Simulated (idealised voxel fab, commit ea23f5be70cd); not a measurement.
The document below concerns the process module designated voxel gate over fins.
In the cross-section labelled cut, the width is 150 nm and each square cell is 5 nm.
Cross-section format: a grid of square cells, given as bands from top to bottom; each band is one or more rows of cells.
Look at the band entry: it leads with the top's height and the bottom's height in nm. Then it lists the materials left to right, with a width in nm for each. The word "everywhere" on a single material says that material fills the band edge to edge. The word "air" is empty space.
Heights from 0 (as-received wafer is one material below). Bottom band endless downward, as "0 down".
Top row gets the first number, bottom row gets the second, and each row in between changes by the same step: that is how a band width like "30 to 40" works.
"identical to before" -> step changed no cross-section cell.
Closed-off voids of 8+ cells (no open route to the top) go in "Closed-off voids", written width x height at distance from the left edge, in nm.
On each step's line, the part that comes after the settings is the simulator's own comment on the step.
overlay nm: right-of-plan distance of the mask on a masked step; negative values mean left-of-plan.
[Intended process steps]
1,RECEIVE | material Si
2,CONFORMAL_DEP | material SiN | thk nm 5
3,MASKED_ETCH | tone cover | mask id FINS | width nm 15 | pitch nm 45 | etch materials SiN | depth nm 5 | overlay nm -15
4,MASKED_ETCH | tone cover | mask id FINS | width nm 15 | pitch nm 45 | etch materials Si | depth nm 30 | overlay nm 0
5,OXIDIZE | depth nm 5
6,FILL_DEP | material SiO2 | thk nm 10
7,CMP | height nm 5
8,SELECTIVE_ETCH | etch materials SiO2 | depth nm 15
9,STRIP | etch materials SiN
10,CONFORMAL_DEP | material HfO2 | thk nm 5
11,CONFORMAL_DEP | material TiN | thk nm 5
12,FILL_DEP | material W | thk nm 15
13,CMP | height nm 20
14,CONFORMAL_DEP | material SiCN | thk nm 10
Be aware that, although all wafers share a common starting state, the overlay nm at step 3 differs among them, and the plan displays the first wafer's value.
[Cross-section of the first incoming wafer of several, state after step 1]
  0 down | Si everywhere
  Closed-off voids: none
[Quick key for the table: a row per wafer, taken at the end of the module. For each material it tells you how many cells the wafer gained (+) or lost (-) since it came in, and the closed voids come after]
overlay nm -15, +38 HfO2, -160 Si, +60 SiCN, +110 SiO2, +38 TiN, +94 W, Closed-off voids: none
overlay nm -10, +38 HfO2, -172 Si, +60 SiCN, +120 SiO2, +38 TiN, +96 W, Closed-off voids: none
overlay nm -5, +38 HfO2, -184 Si, +60 SiCN, +130 SiO2, +38 TiN, +98 W, Closed-off voids: none
overlay nm 0, +38 HfO2, -196 Si, +60 SiCN, +140 SiO2, +38 TiN, +100 W, Closed-off voids: none
overlay nm 5, +38 HfO2, -184 Si, +60 SiCN, +130 SiO2, +38 TiN, +98 W, Closed-off voids: none
overlay nm 10, +38 HfO2, -172 Si, +60 SiCN, +120 SiO2, +38 TiN, +96 W, Closed-off voids: none
overlay nm 15, +38 HfO2, -160 Si, +60 SiCN, +110 SiO2, +38 TiN, +94 W, Closed-off voids: none
